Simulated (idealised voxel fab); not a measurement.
Process module name: voxel ribs on slabs
FYI the section here is cut, 160 nm wide, cells are 5 nm squares.
Reading order for cross-sections: top band down to bottom band. Underlying form: a grid of square cells. Band size: one or more rows of cells.
What a band's entry tells you: where the top is and where the bottom is, as heights in nm, and after that what lies inside, material by material from left to right, each with its width in nm. Empty space is written as the word "air", and a single material marked with the word "all across" occupies the band from edge to edge.
Height datum 0, below which the as-received substrate wafer is one material. Lowest band open at the bottom, running downward: "0 down".
With a width like "30->40", each row of cells in the band differs from the next by the same amount, the top row carrying the first number and the bottom row the second.
Reading "no alteration" for a step: not a cell of the cross-section changed in it.
Enclosed voids (no open way to top), threshold 8 cells or more, entry "Closed-off voids", notation width x height at distance, distance from left edge, nm.
Whatever follows a step's settings on its line is a remark the simulator itself makes about that step.
"overlay nm" denotes, for a step that has a mask, the displacement of the mask to the right of its planned place, with negative values corresponding to the left.

Process steps foreseen in the plan
1. RECEIVE, material Si
2. DIRECTIONAL_DEP, material SiO2, thk nm 20
3. DIRECTIONAL_DEP, material polySi, thk nm 20
4. MASKED_ETCH, tone cover, mask id RIB, width nm 30, etch materials polySi, depth nm 5, overlay nm 0
5. PATTERN, tone cover, mask id SLAB, material resist, width nm 80, thk nm 20, overlay nm 0
6. DIRECTIONAL_ETCH, etch materials polySi, depth nm 15
7. STRIP, etch materials resist
8. FILL_DEP, material SiO2, thk nm 20
9. CMP, height nm 55
10. DIRECTIONAL_DEP, material W, thk nm 10
11. MASKED_ETCH, tone cover, mask id HEATER, width nm 40, etch materials W, depth nm 10, overlay nm 0
12. CONFORMAL_DEP, material SiN, thk nm 5

Wafer at receipt (post step 1), cross-section
- 0 down | Si all across
- Closed-off voids: none

Sectioned view, first of two wafers, at the close of the module, processed as intended in the plan
- 70 to 65 | 55 air; 50 SiN; 55 air
- 65 to 60 | 55 air; 5 SiN; 40 W; 5 SiN; 55 air
- 60 to 55 | 60 SiN; 40 W; 60 SiN
- 55 to 40 | SiO2 all across
- 40 to 35 | 65 SiO2; 30 polySi; 65 SiO2
- 35 to 20 | 40 SiO2; 80 polySi; 40 SiO2
- 20 to 0 | SiO2 all across
- 0 down | Si all across
- Closed-off voids: none

Cross-section of the latter of the two wafers at module completion. It had an identical start and an identical plan to the former; in running it, one mistake was made
- 70 to 65 | 55 air; 50 SiN; 55 air
- 65 to 60 | 55 air; 5 SiN; 40 W; 5 SiN; 55 air
- 60 to 55 | 60 SiN; 40 W; 60 SiN
- 55 to 35 | SiO2 all across
- 35 to 25 | 40 polySi; 80 SiO2; 40 polySi
- 25 to 20 | 40 polySi; 25 SiO2; 30 polySi; 25 SiO2; 40 polySi
- 20 to 0 | SiO2 all across
- 0 down | Si all across
- Closed-off voids: none
Diagnosis: it should be noted that step 5 was executed with settings other than those planned, the operation and settings actually applied being PATTERN, tone open, mask id SLAB, material resist, width nm 80, thk nm 20, overlay nm 0
Heads up: at the end the two wafers have identical cell counts per material, they're just laid out differently.
